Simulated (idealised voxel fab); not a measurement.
This is a process module. Its name is voxel released beams.
Xsec cut, 290 nm wide, square cell size 5 nm.
This document writes a cross-section as a grid whose cells are square, and gives it as bands, listed from the top down; one or more rows of cells form a band. For a band, the entry starts with two heights in nm, that of the top and then that of the bottom, and carries on with the band's materials in order from left to right, each alongside its width in nm; the word "full width" beside a single material means it fills the band edge to edge, and "empty" means empty space. The level at which height equals 0 is the one under which the wafer, as it arrives, is entirely one material. No lower edge exists for the bottom band, which continues downward and is notated as in "0..down". You'd read "30->40" like this: the band's top row of cells is as wide as the first number, its bottom row is as wide as the second, and going down, every row changes width by the same amount as the row before did. It should be understood that the words "nothing altered", when stated for a given step, signify that the cross-section underwent no change in any of its cells during that step. In the "Completely sealed voids" entry, you get each enclosed empty space of 8 cells or more, one with no open way to the top, written width x height at distance, distance from the left edge, in nm. Post-settings text on a step line: simulator's own remark regarding the step. A step line may carry the setting "overlay nm", which, for steps involving a mask, states the distance by which the mask lay to the right of its intended position; negative values denote displacement to the left.
Below is the list of planned process steps
1) RECEIVE with material Si
2) CONFORMAL_DEP with material SiN, thk nm 10
3) DIRECTIONAL_DEP with material SiO2, thk nm 20
4) MASKED_ETCH with tone open, mask id ANCHOR, width nm 35, etch materials SiO2, depth nm 20, overlay nm 0
5) CONFORMAL_DEP with material polySi, thk nm 10
6) MASKED_ETCH with tone cover, mask id BEAM, width nm 90, etch materials polySi, depth nm 10, overlay nm 0
7) STRIP with etch materials SiO2
First of two wafers - as planned
As-received state of the wafer in cross-section, equivalent to post-step 1
    0..down  Si full width
    Completely sealed voids: none
Step 2 complete: cross-section through the wafer
    10..0  SiN full width
    No changes below 0.
Step 3 complete: cross-section through the wafer
    30..10  SiO2 full width
    No changes below 10.
Step 4 complete: cross-section through the wafer
    30..10  100 SiO2  35 empty  155 SiO2
    No changes below 10.
Step 5 complete: cross-section through the wafer
    40..30  110 polySi  15 empty  165 polySi
    30..20  100 SiO2  10 polySi  15 empty  10 polySi  155 SiO2
    20..10  100 SiO2  35 polySi  155 SiO2
    No changes below 10.
Step 6 complete: cross-section through the wafer
    40..30  95 empty  15 polySi  15 empty  60 polySi  105 empty
    No changes below 30.
Step 7 complete: cross-section through the wafer
    40..30  95 empty  15 polySi  15 empty  60 polySi  105 empty
    30..20  100 empty  10 polySi  15 empty  10 polySi  155 empty
    20..10  100 empty  35 polySi  155 empty
    No changes below 10.
Here the second wafer is described. Its start and its plan were those of the first wafer. Its run contained one mistake. Up to and including step 6, it did exactly what the first wafer did
Cross-section of the second wafer at the time by which step 7 should have been completed according to the plan
    30..10  100 SiO2  35 empty  155 SiO2
    No changes below 10.
Where did the run depart from the plan? step 7 changed vs plan, executed as STRIP with etch materials polySi
Cell-count delta at end, second wafer over first, by material: SiO2: 204 more; polySi: 52 fewer
